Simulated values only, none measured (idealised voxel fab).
process module | voxel released beams
Cross-sectional view cut (width: 260 nm; square cell size: 5 nm).
Bands, listed from the top down, are how a cross-section gets written in this document; the cross-section itself is a grid of square cells, and a band is one or more rows of them. What a band's entry tells you: where the top is and where the bottom is, as heights in nm, and after that what lies inside, material by material from left to right, each with its width in nm. Empty space is written as the word "blank", and a single material marked with the word "throughout" occupies the band from edge to edge. Beneath 0, the wafer as received is one material, and that level is where height counting begins. The lowest band goes on downward without a bottom; it is written like "from 0 down". The width entry "30->40" should be interpreted row by row: the top row of cells in the band takes the first number, the bottom row takes the second number, and the change between adjacent rows is uniform throughout. You'll sometimes find "everything unchanged" written for a step, and that's the way of saying that nowhere in the cross-section did a cell change during that step. "Voids lacking openings" means: voids of 8 cells or more that are shut off from the top with no open way through. Written width x height at distance, distance from the left edge, in nm. Past the settings on a step's line: simulator remark, on that step. overlay nm: how far to the right of its planned place the mask lay on this masked step (negative: to the left).

**Steps planned for the process**
| 1 | op RECEIVE | material Si |
| 2 | op CONFORMAL_DEP | material Al2O3 | thk nm 5 |
| 3 | op DIRECTIONAL_DEP | material SiO2 | thk nm 10 |
| 4 | op PATTERN | tone open | mask id ANCHOR | material resist | width nm 35 | thk nm 20 | overlay nm 0 |
| 5 | op DIRECTIONAL_ETCH | etch materials SiO2 | depth nm 10 |
| 6 | op STRIP | etch materials resist |
| 7 | op CONFORMAL_DEP | material SiN | thk nm 10 |
| 8 | op DIRECTIONAL_DEP | material aC | thk nm 15 |
| 9 | op PATTERN | tone cover | mask id BEAM | material resist | width nm 90 | thk nm 35 | overlay nm 0 |
| 10 | op DIRECTIONAL_ETCH | etch materials aC | depth nm 15 |
| 11 | op STRIP | etch materials resist |
| 12 | op DIRECTIONAL_ETCH | etch materials SiN | depth nm 10 |
| 13 | op STRIP | etch materials aC |
| 14 | op STRIP | etch materials SiO2 |

**Cross-section: wafer on arrival = after step 1**
from 0 down = Si throughout
Voids lacking openings: none

**Cross-section taken at module completion on the first of two wafers; processed per the plan**
from 25 to 15 = 80 nm blank, then 15 nm SiN, then 15 nm blank, then 60 nm SiN, then 90 nm blank
from 15 to 5 = 85 nm blank, then 35 nm SiN, then 140 nm blank
from 5 to 0 = Al2O3 throughout
from 0 down = Si throughout
Voids lacking openings: none

**Here is the second of the two wafers cut open at the end of the module - same start, same plan as the first one, but we made one mistake running it**
from 25 to 15 = 80 nm blank, then 15 nm SiN, then 20 nm blank, then 55 nm SiN, then 90 nm blank
from 15 to 5 = 85 nm blank, then 40 nm SiN, then 135 nm blank
from 5 to 0 = Al2O3 throughout
from 0 down = Si throughout
Voids lacking openings: none
Run error: planned and actual differ for step 4; actual: op PATTERN | tone open | mask id ANCHOR | material resist | width nm 40 | thk nm 20 | overlay nm 0
The concluding comparison shows that, measured in cells, each material is equally abundant on both wafers, albeit at different positions.
